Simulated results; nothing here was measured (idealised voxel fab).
The name of this process module is voxel lift off.
The cross-section on display is named cut; it measures 205 nm wide, and its cells are 5 nm squares.
A cross-section is written here as square cells arranged in a grid, and it is given in bands from the top down, each band taking up one or more rows of cells. Each band's line starts with the height of the band's top and of its bottom, in nm. Then come its materials from left to right, each with its width in nm. One material with "everywhere" fills the band from edge to edge. "blank" is empty space. Heights are expressed relative to 0, this being the level below which the as-received wafer comprises one material exclusively. The lowest band is unbounded in the downward direction and is denoted as in "0 and below". A width given as "30->40" starts at the first number in the band's top row and ends at the second number in its bottom row, shifting by an equal amount at every step from row to row. The cross-section has no changed cell in any step marked "everything unchanged". "Enclosed cavities" means: voids of 8 cells or more that are shut off from the top with no open way through. Written width x height at distance, distance from the left edge, in nm. Text after the settings on a step's line: the simulator's own remark on that step. overlay nm: for a step with a mask, the amount by which the mask lay right of where it was planned; a negative amount means left of it.

[Here's what the planned process steps look like]
- 1: RECEIVE (material Si)
- 2: CONFORMAL_DEP (material SiN; thk nm 5)
- 3: PATTERN (tone open; mask id LINES; material resist; width nm 15; pitch nm 40; thk nm 25; overlay nm 0)
- 4: DIRECTIONAL_DEP (material Ru; thk nm 15)
- 5: STRIP (etch materials resist)
- 6: CONFORMAL_DEP (material SiO2; thk nm 5)

[As received (post step 1): cross-section]
- 0 and below: Si everywhere
- Enclosed cavities: none

[Cross-sectional result after module completion. Note: starting condition and plan are unchanged from above; one processing mistake was made]
- 25 down to 20: 60 nm blank | 25 nm SiO2 | 15 nm blank | 25 nm SiO2 | 80 nm blank
- 20 down to 10: 60 nm blank | 5 nm SiO2 | 15 nm Ru | 5 nm SiO2 | 15 nm blank | 5 nm SiO2 | 15 nm Ru | 5 nm SiO2 | 80 nm blank
- 10 down to 5: 65 nm SiO2 | 15 nm Ru | 25 nm SiO2 | 15 nm Ru | 85 nm SiO2
- 5 down to 0: SiN everywhere
- 0 and below: Si everywhere
- Enclosed cavities: none
The mistake made against the process plan was this: step 3 did not use the planned setting and instead ran as PATTERN (tone open; mask id LINES; material resist; width nm 15; pitch nm 40; thk nm 25; overlay nm -10)
